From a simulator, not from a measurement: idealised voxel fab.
Proc. module: voxel self aligned vias
The figure presents cross-section cut, which has a width of 240 nm and is divided into square cells with an edge length of 5 nm.
In this document a cross-section is written as a grid of square cells. It is given as a series of bands, listed from the top down, and a band is one or more rows of cells. Top, bottom (nm), then materials left to right with widths (nm); lone material tagged "edge to edge" fills the whole band edge to edge; "blank" = empty space. The reference from which all heights are counted is 0, the level beneath which the as-received wafer is entirely one material; the lowest band, having no lower bound, proceeds downward and is written after the example "0 nm and below". The width entry "30->40" should be interpreted row by row: the top row of cells in the band takes the first number, the bottom row takes the second number, and the change between adjacent rows is uniform throughout. Given "identical to before" for a step, no cell of the cross-section differs between before and after that step. "Enclosed voids" enumerates empty spaces isolated from the top, with no open way to it, that contain at least 8 cells, giving each as width x height at distance from the left edge, all three in nm. That trailing text on a step's line, after the settings, is the simulator's own remark on the step. What "overlay nm" on a step's line means: if the step has a mask, that mask lay this far to the right of its planned place, or, when the value is negative, to the left.

-- The following list gives the planned process steps
| 1 | RECEIVE | material Si |
| 2 | CONFORMAL_DEP | material SiO2 | thk nm 15 |
| 3 | CONFORMAL_DEP | material SiCN | thk nm 5 |
| 4 | DIRECTIONAL_DEP | material lowk | thk nm 25 |
| 5 | MASKED_ETCH | tone open | mask id LINES | width nm 30 | pitch nm 65 | etch materials lowk | depth nm 25 | overlay nm 0 |
| 6 | CONFORMAL_DEP | material TiN | thk nm 5 |
| 7 | FILL_DEP | material W | thk nm 10 |
| 8 | CMP | height nm 45 |
| 9 | SELECTIVE_ETCH | etch materials W Ru TiN | depth nm 10 |
| 10 | FILL_DEP | material SiN | thk nm 5 |
| 11 | CMP | height nm 45 |
| 12 | DIRECTIONAL_DEP | material lowk | thk nm 20 |
| 13 | PATTERN | tone open | mask id VIAS | material resist | width nm 40 | pitch nm 65 | thk nm 15 | overlay nm 0 |
| 14 | DIRECTIONAL_ETCH | etch materials lowk | depth nm 20 |
| 15 | DIRECTIONAL_ETCH | etch materials SiN | depth nm 10 |
| 16 | STRIP | etch materials resist |
| 17 | CONFORMAL_DEP | material TiN | thk nm 5 |
| 18 | FILL_DEP | material Cu | thk nm 5 |
| 19 | CMP | height nm 65 |
| 20 | CONFORMAL_DEP | material SiCN | thk nm 5 |

-- The first of a set of two wafers, run to plan

-- Here's what the wafer looked like in cross-section when it arrived - that's after step 1
> 0 nm and below  Si edge to edge
> Enclosed voids: none

-- Step 2 done - wafer cross-section
> 15 nm to 0 nm  SiO2 edge to edge
> At heights below 0, the structure remains unaltered.

-- Step 3 done - wafer cross-section
> 20 nm to 15 nm  SiCN edge to edge
> At heights below 15, the structure remains unaltered.

-- Step 4 done - wafer cross-section
> 45 nm to 20 nm  lowk edge to edge
> At heights below 20, the structure remains unaltered.

-- Step 5 done - wafer cross-section
> 45 nm to 20 nm  40 nm lowk | 30 nm blank | 35 nm lowk | 30 nm blank | 35 nm lowk | 30 nm blank | 40 nm lowk
> At heights below 20, the structure remains unaltered.

-- Step 6 done - wafer cross-section
> 50 nm to 45 nm  45 nm TiN | 20 nm blank | 45 nm TiN | 20 nm blank | 45 nm TiN | 20 nm blank | 45 nm TiN
> 45 nm to 25 nm  40 nm lowk | 5 nm TiN | 20 nm blank | 5 nm TiN | 35 nm lowk | 5 nm TiN | 20 nm blank | 5 nm TiN | 35 nm lowk | 5 nm TiN | 20 nm blank | 5 nm TiN | 40 nm lowk
> 25 nm to 20 nm  40 nm lowk | 30 nm TiN | 35 nm lowk | 30 nm TiN | 35 nm lowk | 30 nm TiN | 40 nm lowk
> At heights below 20, the structure remains unaltered.

-- Step 7 done - wafer cross-section
> 60 nm to 50 nm  W edge to edge
> 50 nm to 45 nm  45 nm TiN | 20 nm W | 45 nm TiN | 20 nm W | 45 nm TiN | 20 nm W | 45 nm TiN
> 45 nm to 25 nm  40 nm lowk | 5 nm TiN | 20 nm W | 5 nm TiN | 35 nm lowk | 5 nm TiN | 20 nm W | 5 nm TiN | 35 nm lowk | 5 nm TiN | 20 nm W | 5 nm TiN | 40 nm lowk
> At heights below 25, the structure remains unaltered.

-- Step 8 done - wafer cross-section
> 45 nm to 25 nm  40 nm lowk | 5 nm TiN | 20 nm W | 5 nm TiN | 35 nm lowk | 5 nm TiN | 20 nm W | 5 nm TiN | 35 nm lowk | 5 nm TiN | 20 nm W | 5 nm TiN | 40 nm lowk
> At heights below 25, the structure remains unaltered.

-- Step 9 done - wafer cross-section
> 45 nm to 35 nm  40 nm lowk | 30 nm blank | 35 nm lowk | 30 nm blank | 35 nm lowk | 30 nm blank | 40 nm lowk
> At heights below 35, the structure remains unaltered.

-- Step 10 done - wafer cross-section
> 50 nm to 45 nm  SiN edge to edge
> 45 nm to 35 nm  40 nm lowk | 30 nm SiN | 35 nm lowk | 30 nm SiN | 35 nm lowk | 30 nm SiN | 40 nm lowk
> At heights below 35, the structure remains unaltered.

-- Step 11 done - wafer cross-section
> 45 nm to 35 nm  40 nm lowk | 30 nm SiN | 35 nm lowk | 30 nm SiN | 35 nm lowk | 30 nm SiN | 40 nm lowk
> At heights below 35, the structure remains unaltered.

-- Step 12 done - wafer cross-section
> 65 nm to 45 nm  lowk edge to edge
> At heights below 45, the structure remains unaltered.

-- Step 13 done - wafer cross-section
> 80 nm to 65 nm  35 nm resist | 40 nm blank | 25 nm resist | 40 nm blank | 25 nm resist | 40 nm blank | 35 nm resist
> At heights below 65, the structure remains unaltered.

-- Step 14 done - wafer cross-section
> 80 nm to 65 nm  35 nm resist | 40 nm blank | 25 nm resist | 40 nm blank | 25 nm resist | 40 nm blank | 35 nm resist
> 65 nm to 45 nm  35 nm lowk | 40 nm blank | 25 nm lowk | 40 nm blank | 25 nm lowk | 40 nm blank | 35 nm lowk
> At heights below 45, the structure remains unaltered.

-- Step 15 done - wafer cross-section
> 80 nm to 65 nm  35 nm resist | 40 nm blank | 25 nm resist | 40 nm blank | 25 nm resist | 40 nm blank | 35 nm resist
> 65 nm to 45 nm  35 nm lowk | 40 nm blank | 25 nm lowk | 40 nm blank | 25 nm lowk | 40 nm blank | 35 nm lowk
> 45 nm to 35 nm  40 nm lowk | 30 nm blank | 35 nm lowk | 30 nm blank | 35 nm lowk | 30 nm blank | 40 nm lowk
> At heights below 35, the structure remains unaltered.

-- Step 16 done - wafer cross-section
> 65 nm to 45 nm  35 nm lowk | 40 nm blank | 25 nm lowk | 40 nm blank | 25 nm lowk | 40 nm blank | 35 nm lowk
> At heights below 45, the structure remains unaltered.

-- Step 17 done - wafer cross-section
> 70 nm to 65 nm  40 nm TiN | 30 nm blank | 35 nm TiN | 30 nm blank | 35 nm TiN | 30 nm blank | 40 nm TiN
> 65 nm to 50 nm  35 nm lowk | 5 nm TiN | 30 nm blank | 5 nm TiN | 25 nm lowk | 5 nm TiN | 30 nm blank | 5 nm TiN | 25 nm lowk | 5 nm TiN | 30 nm blank | 5 nm TiN | 35 nm lowk
> 50 nm to 40 nm  35->40 nm lowk | 10->5 nm TiN | 20 nm blank | 10->5 nm TiN | 25->35 nm lowk | 10->5 nm TiN | 20 nm blank | 10->5 nm TiN | 25->35 nm lowk | 10->5 nm TiN | 20 nm blank | 10->5 nm TiN | 35->40 nm lowk
> 40 nm to 35 nm  40 nm lowk | 30 nm TiN | 35 nm lowk | 30 nm TiN | 35 nm lowk | 30 nm TiN | 40 nm lowk
> At heights below 35, the structure remains unaltered.

-- Step 18 done - wafer cross-section
> 75 nm to 70 nm  Cu edge to edge
> 70 nm to 65 nm  40 nm TiN | 30 nm Cu | 35 nm TiN | 30 nm Cu | 35 nm TiN | 30 nm Cu | 40 nm TiN
> 65 nm to 50 nm  35 nm lowk | 5 nm TiN | 30 nm Cu | 5 nm TiN | 25 nm lowk | 5 nm TiN | 30 nm Cu | 5 nm TiN | 25 nm lowk | 5 nm TiN | 30 nm Cu | 5 nm TiN | 35 nm lowk
> 50 nm to 40 nm  35->40 nm lowk | 10->5 nm TiN | 20 nm Cu | 10->5 nm TiN | 25->35 nm lowk | 10->5 nm TiN | 20 nm Cu | 10->5 nm TiN | 25->35 nm lowk | 10->5 nm TiN | 20 nm Cu | 10->5 nm TiN | 35->40 nm lowk
> At heights below 40, the structure remains unaltered.

-- Step 19 done - wafer cross-section
> 65 nm to 50 nm  35 nm lowk | 5 nm TiN | 30 nm Cu | 5 nm TiN | 25 nm lowk | 5 nm TiN | 30 nm Cu | 5 nm TiN | 25 nm lowk | 5 nm TiN | 30 nm Cu | 5 nm TiN | 35 nm lowk
> At heights below 50, the structure remains unaltered.

-- Step 20 done - wafer cross-section
> 70 nm to 65 nm  SiCN edge to edge
> At heights below 65, the structure remains unaltered.

-- Regarding the second of the two wafers: it shared the first wafer's starting condition and process plan, yet one error occurred during its execution. Its history coincides with that of the first wafer up to and including step 6

-- The second wafer cut through, at the time step 7 was supposed to be finished
> 60 nm to 50 nm  lowk edge to edge
> 50 nm to 45 nm  45 nm TiN | 20 nm lowk | 45 nm TiN | 20 nm lowk | 45 nm TiN | 20 nm lowk | 45 nm TiN
> 45 nm to 25 nm  40 nm lowk | 5 nm TiN | 20 nm lowk | 5 nm TiN | 35 nm lowk | 5 nm TiN | 20 nm lowk | 5 nm TiN | 35 nm lowk | 5 nm TiN | 20 nm lowk | 5 nm TiN | 40 nm lowk
> At heights below 25, the structure remains unaltered.

-- The second wafer cut through, at the time step 8 was supposed to be finished
> 45 nm to 25 nm  40 nm lowk | 5 nm TiN | 20 nm lowk | 5 nm TiN | 35 nm lowk | 5 nm TiN | 20 nm lowk | 5 nm TiN | 35 nm lowk | 5 nm TiN | 20 nm lowk | 5 nm TiN | 40 nm lowk
> At heights below 25, the structure remains unaltered.

-- The second wafer cut through, at the time step 9 was supposed to be finished
> 45 nm to 35 nm  40 nm lowk | 5 nm blank | 20 nm lowk | 5 nm blank | 35 nm lowk | 5 nm blank | 20 nm lowk | 5 nm blank | 35 nm lowk | 5 nm blank | 20 nm lowk | 5 nm blank | 40 nm lowk
> At heights below 35, the structure remains unaltered.

-- The second wafer cut through, at the time step 10 was supposed to be finished
> 50 nm to 45 nm  SiN edge to edge
> 45 nm to 35 nm  40 nm lowk | 5 nm SiN | 20 nm lowk | 5 nm SiN | 35 nm lowk | 5 nm SiN | 20 nm lowk | 5 nm SiN | 35 nm lowk | 5 nm SiN | 20 nm lowk | 5 nm SiN | 40 nm lowk
> At heights below 35, the structure remains unaltered.

-- The second wafer cut through, at the time step 11 was supposed to be finished
> 45 nm to 35 nm  40 nm lowk | 5 nm SiN | 20 nm lowk | 5 nm SiN | 35 nm lowk | 5 nm SiN | 20 nm lowk | 5 nm SiN | 35 nm lowk | 5 nm SiN | 20 nm lowk | 5 nm SiN | 40 nm lowk
> At heights below 35, the structure remains unaltered.

-- The second wafer cut through, at the time step 12 was supposed to be finished
> 65 nm to 45 nm  lowk edge to edge
> At heights below 45, the structure remains unaltered.

-- The second wafer cut through, at the time step 13 was supposed to be finished
> 80 nm to 65 nm  35 nm resist | 40 nm blank | 25 nm resist | 40 nm blank | 25 nm resist | 40 nm blank | 35 nm resist
> At heights below 65, the structure remains unaltered.

-- The second wafer cut through, at the time step 14 was supposed to be finished
> 80 nm to 65 nm  35 nm resist | 40 nm blank | 25 nm resist | 40 nm blank | 25 nm resist | 40 nm blank | 35 nm resist
> 65 nm to 45 nm  35 nm lowk | 40 nm blank | 25 nm lowk | 40 nm blank | 25 nm lowk | 40 nm blank | 35 nm lowk
> At heights below 45, the structure remains unaltered.

-- The second wafer cut through, at the time step 15 was supposed to be finished
> 80 nm to 65 nm  35 nm resist | 40 nm blank | 25 nm resist | 40 nm blank | 25 nm resist | 40 nm blank | 35 nm resist
> 65 nm to 45 nm  35 nm lowk | 40 nm blank | 25 nm lowk | 40 nm blank | 25 nm lowk | 40 nm blank | 35 nm lowk
> 45 nm to 35 nm  40 nm lowk | 5 nm blank | 20 nm lowk | 5 nm blank | 35 nm lowk | 5 nm blank | 20 nm lowk | 5 nm blank | 35 nm lowk | 5 nm blank | 20 nm lowk | 5 nm blank | 40 nm lowk
> At heights below 35, the structure remains unaltered.

-- The second wafer cut through, at the time step 16 was supposed to be finished
> 65 nm to 45 nm  35 nm lowk | 40 nm blank | 25 nm lowk | 40 nm blank | 25 nm lowk | 40 nm blank | 35 nm lowk
> At heights below 45, the structure remains unaltered.

-- The second wafer cut through, at the time step 17 was supposed to be finished
> 70 nm to 65 nm  40 nm TiN | 30 nm blank | 35 nm TiN | 30 nm blank | 35 nm TiN | 30 nm blank | 40 nm TiN
> 65 nm to 50 nm  35 nm lowk | 5 nm TiN | 30 nm blank | 5 nm TiN | 25 nm lowk | 5 nm TiN | 30 nm blank | 5 nm TiN | 25 nm lowk | 5 nm TiN | 30 nm blank | 5 nm TiN | 35 nm lowk
> 50 nm to 45 nm  35 nm lowk | 40 nm TiN | 25 nm lowk | 40 nm TiN | 25 nm lowk | 40 nm TiN | 35 nm lowk
> 45 nm to 25 nm  40 nm lowk | 5 nm TiN | 20 nm lowk | 5 nm TiN | 35 nm lowk | 5 nm TiN | 20 nm lowk | 5 nm TiN | 35 nm lowk | 5 nm TiN | 20 nm lowk | 5 nm TiN | 40 nm lowk
> At heights below 25, the structure remains unaltered.

-- The second wafer cut through, at the time step 18 was supposed to be finished
> 75 nm to 70 nm  Cu edge to edge
> 70 nm to 65 nm  40 nm TiN | 30 nm Cu | 35 nm TiN | 30 nm Cu | 35 nm TiN | 30 nm Cu | 40 nm TiN
> 65 nm to 50 nm  35 nm lowk | 5 nm TiN | 30 nm Cu | 5 nm TiN | 25 nm lowk | 5 nm TiN | 30 nm Cu | 5 nm TiN | 25 nm lowk | 5 nm TiN | 30 nm Cu | 5 nm TiN | 35 nm lowk
> At heights below 50, the structure remains unaltered.

-- The second wafer cut through, at the time step 19 was supposed to be finished
> 65 nm to 50 nm  35 nm lowk | 5 nm TiN | 30 nm Cu | 5 nm TiN | 25 nm lowk | 5 nm TiN | 30 nm Cu | 5 nm TiN | 25 nm lowk | 5 nm TiN | 30 nm Cu | 5 nm TiN | 35 nm lowk
> At heights below 50, the structure remains unaltered.

-- The second wafer cut through, at the time step 20 was supposed to be finished
> 70 nm to 65 nm  SiCN edge to edge
> At heights below 65, the structure remains unaltered.
Which mistake was made when the wafer was run? in deviation from the planned setting, step 7 was conducted as FILL_DEP | material lowk | thk nm 10
Counted in cells at the end, the second wafer holds more or fewer of these materials than the first: -24 Cu; -24 W; +48 lowk
